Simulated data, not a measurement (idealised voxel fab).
Process module heading - voxel self aligned contacts
300 nm wide, 5 nm square cells: that's cross-section cut.
Think of the cross-section as a grid of square cells. We describe it in bands, top to bottom, and each band covers one or more rows of those cells.
This entry defines a band. It first specifies the height of the band's top and the height of its bottom in nm, and then specifies the band's materials from left to right, stating each material with its width in nm. The word "everywhere" identifies a single material that fills the band from edge to edge, while the word "blank" identifies empty space.
For the purposes of this specification, 0 denotes the height below which the wafer in its as-received condition is composed wholly of one material, and the lowermost band, lacking a lower limit, extends downward without end, as expressed in "from 0 down".
Read "30 to 40" as a graded width: first number on top, second number at the bottom, same change between each pair of neighbouring rows.
"remains unaltered" (step): cross-section cells unchanged, all of them.
Entry "Closed cavities" = empty spaces >= 8 cells with no open way to the top; each as width x height at distance, distance from left edge, all nm.
Read whatever lies past the settings on a step's line as the simulator's own remark about the step.
Each step line may optionally specify "overlay nm", which for a step with a mask gives the rightward distance between the mask's planned place and where it lay, a negative value indicating the leftward direction.
Plan:
step 1: RECEIVE, material Si
step 2: CONFORMAL_DEP, material SiO2, thk nm 5
step 3: DIRECTIONAL_DEP, material polySi, thk nm 20
step 4: DIRECTIONAL_DEP, material SiN, thk nm 15
step 5: PATTERN, tone cover, mask id GATE, material resist, width nm 25, pitch nm 60, thk nm 15, overlay nm 0
step 6: DIRECTIONAL_ETCH, etch materials SiN, depth nm 15
step 7: DIRECTIONAL_ETCH, etch materials polySi, depth nm 20
step 8: STRIP, etch materials resist
step 9: CONFORMAL_DEP, material SiN, thk nm 5
step 10: DIRECTIONAL_ETCH, etch materials SiN, depth nm 5
step 11: FILL_DEP, material SiO2, thk nm 15
step 12: CMP, height nm 50
step 13: PATTERN, tone open, mask id CONTACT, material resist, width nm 45, pitch nm 60, thk nm 15, overlay nm 0
step 14: DIRECTIONAL_ETCH, etch materials SiO2, depth nm 50
step 15: STRIP, etch materials resist
step 16: CONFORMAL_DEP, material TiN, thk nm 5
step 17: FILL_DEP, material W, thk nm 10
step 18: CMP, height nm 50
step 19: CONFORMAL_DEP, material SiCN, thk nm 5
First of two wafers: run as planned:
As-received state of the wafer in cross-section, equivalent to post-step 1:
  from 0 down | Si everywhere
  Closed cavities: none
How the wafer stands in section after step 2:
  from 5 to 0 | SiO2 everywhere
  At heights below 0, the structure remains unaltered.
How the wafer stands in section after step 3:
  from 25 to 5 | polySi everywhere
  At heights below 5, the structure remains unaltered.
How the wafer stands in section after step 4:
  from 40 to 25 | SiN everywhere
  At heights below 25, the structure remains unaltered.
How the wafer stands in section after step 5:
  from 55 to 40 | 75 blank; 25 resist; 35 blank; 25 resist; 35 blank; 25 resist; 80 blank
  At heights below 40, the structure remains unaltered.
How the wafer stands in section after step 6:
  from 55 to 40 | 75 blank; 25 resist; 35 blank; 25 resist; 35 blank; 25 resist; 80 blank
  from 40 to 25 | 75 blank; 25 SiN; 35 blank; 25 SiN; 35 blank; 25 SiN; 80 blank
  At heights below 25, the structure remains unaltered.
How the wafer stands in section after step 7:
  from 55 to 40 | 75 blank; 25 resist; 35 blank; 25 resist; 35 blank; 25 resist; 80 blank
  from 40 to 25 | 75 blank; 25 SiN; 35 blank; 25 SiN; 35 blank; 25 SiN; 80 blank
  from 25 to 5 | 75 blank; 25 polySi; 35 blank; 25 polySi; 35 blank; 25 polySi; 80 blank
  At heights below 5, the structure remains unaltered.
How the wafer stands in section after step 8:
  from 40 to 25 | 75 blank; 25 SiN; 35 blank; 25 SiN; 35 blank; 25 SiN; 80 blank
  At heights below 25, the structure remains unaltered.
How the wafer stands in section after step 9:
  from 45 to 25 | 70 blank; 35 SiN; 25 blank; 35 SiN; 25 blank; 35 SiN; 75 blank
  from 25 to 10 | 70 blank; 5 SiN; 25 polySi; 5 SiN; 25 blank; 5 SiN; 25 polySi; 5 SiN; 25 blank; 5 SiN; 25 polySi; 5 SiN; 75 blank
  from 10 to 5 | 75 SiN; 25 polySi; 35 SiN; 25 polySi; 35 SiN; 25 polySi; 80 SiN
  At heights below 5, the structure remains unaltered.
How the wafer stands in section after step 10:
  from 40 to 25 | 70 blank; 35 SiN; 25 blank; 35 SiN; 25 blank; 35 SiN; 75 blank
  from 25 to 5 | 70 blank; 5 SiN; 25 polySi; 5 SiN; 25 blank; 5 SiN; 25 polySi; 5 SiN; 25 blank; 5 SiN; 25 polySi; 5 SiN; 75 blank
  At heights below 5, the structure remains unaltered.
How the wafer stands in section after step 11:
  from 55 to 40 | SiO2 everywhere
  from 40 to 25 | 70 SiO2; 35 SiN; 25 SiO2; 35 SiN; 25 SiO2; 35 SiN; 75 SiO2
  from 25 to 5 | 70 SiO2; 5 SiN; 25 polySi; 5 SiN; 25 SiO2; 5 SiN; 25 polySi; 5 SiN; 25 SiO2; 5 SiN; 25 polySi; 5 SiN; 75 SiO2
  At heights below 5, the structure remains unaltered.
How the wafer stands in section after step 12:
  from 50 to 40 | SiO2 everywhere
  At heights below 40, the structure remains unaltered.
How the wafer stands in section after step 13:
  from 65 to 50 | 95 resist; 45 blank; 15 resist; 45 blank; 100 resist
  At heights below 50, the structure remains unaltered.
How the wafer stands in section after step 14:
  from 65 to 50 | 95 resist; 45 blank; 15 resist; 45 blank; 100 resist
  from 50 to 40 | 95 SiO2; 45 blank; 15 SiO2; 45 blank; 100 SiO2
  from 40 to 25 | 70 SiO2; 35 SiN; 25 blank; 35 SiN; 25 blank; 35 SiN; 75 SiO2
  from 25 to 5 | 70 SiO2; 5 SiN; 25 polySi; 5 SiN; 25 blank; 5 SiN; 25 polySi; 5 SiN; 25 blank; 5 SiN; 25 polySi; 5 SiN; 75 SiO2
  from 5 to 0 | 105 SiO2; 25 blank; 35 SiO2; 25 blank; 110 SiO2
  At heights below 0, the structure remains unaltered.
How the wafer stands in section after step 15:
  from 50 to 40 | 95 SiO2; 45 blank; 15 SiO2; 45 blank; 100 SiO2
  At heights below 40, the structure remains unaltered.
How the wafer stands in section after step 16:
  from 55 to 50 | 100 TiN; 35 blank; 25 TiN; 35 blank; 105 TiN
  from 50 to 40 | 95 SiO2; 5 to 15 TiN; 35 to 15 blank; 5 to 15 TiN; 15 SiO2; 5 to 15 TiN; 35 to 15 blank; 5 to 15 TiN; 100 SiO2
  from 40 to 25 | 70 SiO2; 35 SiN; 5 TiN; 15 blank; 5 TiN; 35 SiN; 5 TiN; 15 blank; 5 TiN; 35 SiN; 75 SiO2
  from 25 to 5 | 70 SiO2; 5 SiN; 25 polySi; 5 SiN; 5 TiN; 15 blank; 5 TiN; 5 SiN; 25 polySi; 5 SiN; 5 TiN; 15 blank; 5 TiN; 5 SiN; 25 polySi; 5 SiN; 75 SiO2
  from 5 to 0 | 105 SiO2; 25 TiN; 35 SiO2; 25 TiN; 110 SiO2
  At heights below 0, the structure remains unaltered.
How the wafer stands in section after step 17:
  from 65 to 55 | W everywhere
  from 55 to 50 | 100 TiN; 35 W; 25 TiN; 35 W; 105 TiN
  from 50 to 40 | 95 SiO2; 5 to 15 TiN; 35 to 15 W; 5 to 15 TiN; 15 SiO2; 5 to 15 TiN; 35 to 15 W; 5 to 15 TiN; 100 SiO2
  from 40 to 25 | 70 SiO2; 35 SiN; 5 TiN; 15 W; 5 TiN; 35 SiN; 5 TiN; 15 W; 5 TiN; 35 SiN; 75 SiO2
  from 25 to 5 | 70 SiO2; 5 SiN; 25 polySi; 5 SiN; 5 TiN; 15 W; 5 TiN; 5 SiN; 25 polySi; 5 SiN; 5 TiN; 15 W; 5 TiN; 5 SiN; 25 polySi; 5 SiN; 75 SiO2
  At heights below 5, the structure remains unaltered.
How the wafer stands in section after step 18:
  from 50 to 40 | 95 SiO2; 5 to 15 TiN; 35 to 15 W; 5 to 15 TiN; 15 SiO2; 5 to 15 TiN; 35 to 15 W; 5 to 15 TiN; 100 SiO2
  At heights below 40, the structure remains unaltered.
How the wafer stands in section after step 19:
  from 55 to 50 | SiCN everywhere
  At heights below 50, the structure remains unaltered.
The Second Wafer: Common Origin and Plan, One Mistake in Execution, Identical to the First Through Step 2:
Cross-section of the second wafer corresponding to the planned conclusion of step 3:
  from 20 to 5 | SiN everywhere
  At heights below 5, the structure remains unaltered.
Cross-section of the second wafer corresponding to the planned conclusion of step 4:
  from 40 to 20 | polySi everywhere
  At heights below 20, the structure remains unaltered.
Cross-section of the second wafer corresponding to the planned conclusion of step 5:
  from 55 to 40 | 75 blank; 25 resist; 35 blank; 25 resist; 35 blank; 25 resist; 80 blank
  At heights below 40, the structure remains unaltered.
Cross-section of the second wafer corresponding to the planned conclusion of step 6: remains unaltered
Cross-section of the second wafer corresponding to the planned conclusion of step 7:
  from 55 to 40 | 75 blank; 25 resist; 35 blank; 25 resist; 35 blank; 25 resist; 80 blank
  from 40 to 20 | 75 blank; 25 polySi; 35 blank; 25 polySi; 35 blank; 25 polySi; 80 blank
  At heights below 20, the structure remains unaltered.
Cross-section of the second wafer corresponding to the planned conclusion of step 8:
  from 40 to 20 | 75 blank; 25 polySi; 35 blank; 25 polySi; 35 blank; 25 polySi; 80 blank
  At heights below 20, the structure remains unaltered.
Cross-section of the second wafer corresponding to the planned conclusion of step 9:
  from 45 to 40 | 70 blank; 35 SiN; 25 blank; 35 SiN; 25 blank; 35 SiN; 75 blank
  from 40 to 25 | 70 blank; 5 SiN; 25 polySi; 5 SiN; 25 blank; 5 SiN; 25 polySi; 5 SiN; 25 blank; 5 SiN; 25 polySi; 5 SiN; 75 blank
  from 25 to 20 | 75 SiN; 25 polySi; 35 SiN; 25 polySi; 35 SiN; 25 polySi; 80 SiN
  At heights below 20, the structure remains unaltered.
Cross-section of the second wafer corresponding to the planned conclusion of step 10:
  from 40 to 20 | 70 blank; 5 SiN; 25 polySi; 5 SiN; 25 blank; 5 SiN; 25 polySi; 5 SiN; 25 blank; 5 SiN; 25 polySi; 5 SiN; 75 blank
  At heights below 20, the structure remains unaltered.
Cross-section of the second wafer corresponding to the planned conclusion of step 11:
  from 55 to 40 | SiO2 everywhere
  from 40 to 20 | 70 SiO2; 5 SiN; 25 polySi; 5 SiN; 25 SiO2; 5 SiN; 25 polySi; 5 SiN; 25 SiO2; 5 SiN; 25 polySi; 5 SiN; 75 SiO2
  At heights below 20, the structure remains unaltered.
Cross-section of the second wafer corresponding to the planned conclusion of step 12:
  from 50 to 40 | SiO2 everywhere
  At heights below 40, the structure remains unaltered.
Cross-section of the second wafer corresponding to the planned conclusion of step 13:
  from 65 to 50 | 95 resist; 45 blank; 15 resist; 45 blank; 100 resist
  At heights below 50, the structure remains unaltered.
Cross-section of the second wafer corresponding to the planned conclusion of step 14:
  from 65 to 50 | 95 resist; 45 blank; 15 resist; 45 blank; 100 resist
  from 50 to 40 | 95 SiO2; 45 blank; 15 SiO2; 45 blank; 100 SiO2
  from 40 to 20 | 70 SiO2; 5 SiN; 25 polySi; 5 SiN; 25 blank; 5 SiN; 25 polySi; 5 SiN; 25 blank; 5 SiN; 25 polySi; 5 SiN; 75 SiO2
  At heights below 20, the structure remains unaltered.
Cross-section of the second wafer corresponding to the planned conclusion of step 15:
  from 50 to 40 | 95 SiO2; 45 blank; 15 SiO2; 45 blank; 100 SiO2
  At heights below 40, the structure remains unaltered.
Cross-section of the second wafer corresponding to the planned conclusion of step 16:
  from 55 to 50 | 100 TiN; 35 blank; 25 TiN; 35 blank; 105 TiN
  from 50 to 40 | 95 SiO2; 5 to 15 TiN; 35 to 15 blank; 5 to 15 TiN; 15 SiO2; 5 to 15 TiN; 35 to 15 blank; 5 to 15 TiN; 100 SiO2
  from 40 to 25 | 70 SiO2; 5 SiN; 25 polySi; 5 SiN; 5 TiN; 15 blank; 5 TiN; 5 SiN; 25 polySi; 5 SiN; 5 TiN; 15 blank; 5 TiN; 5 SiN; 25 polySi; 5 SiN; 75 SiO2
  from 25 to 20 | 70 SiO2; 5 SiN; 25 polySi; 5 SiN; 25 TiN; 5 SiN; 25 polySi; 5 SiN; 25 TiN; 5 SiN; 25 polySi; 5 SiN; 75 SiO2
  At heights below 20, the structure remains unaltered.
Cross-section of the second wafer corresponding to the planned conclusion of step 17:
  from 65 to 55 | W everywhere
  from 55 to 50 | 100 TiN; 35 W; 25 TiN; 35 W; 105 TiN
  from 50 to 40 | 95 SiO2; 5 to 15 TiN; 35 to 15 W; 5 to 15 TiN; 15 SiO2; 5 to 15 TiN; 35 to 15 W; 5 to 15 TiN; 100 SiO2
  from 40 to 25 | 70 SiO2; 5 SiN; 25 polySi; 5 SiN; 5 TiN; 15 W; 5 TiN; 5 SiN; 25 polySi; 5 SiN; 5 TiN; 15 W; 5 TiN; 5 SiN; 25 polySi; 5 SiN; 75 SiO2
  At heights below 25, the structure remains unaltered.
Cross-section of the second wafer corresponding to the planned conclusion of step 18:
  from 50 to 40 | 95 SiO2; 5 to 15 TiN; 35 to 15 W; 5 to 15 TiN; 15 SiO2; 5 to 15 TiN; 35 to 15 W; 5 to 15 TiN; 100 SiO2
  At heights below 40, the structure remains unaltered.
Cross-section of the second wafer corresponding to the planned conclusion of step 19:
  from 55 to 50 | SiCN everywhere
  At heights below 50, the structure remains unaltered.
Finding, execution versus plan: the processing plan was not followed for steps 3 and 4, which were run with their positions exchanged
In the final state, the cell counts of the second wafer exceed or fall short of those of the first for the following materials: 117 more of SiN, 77 fewer of SiO2, 16 fewer of TiN, 24 fewer of W
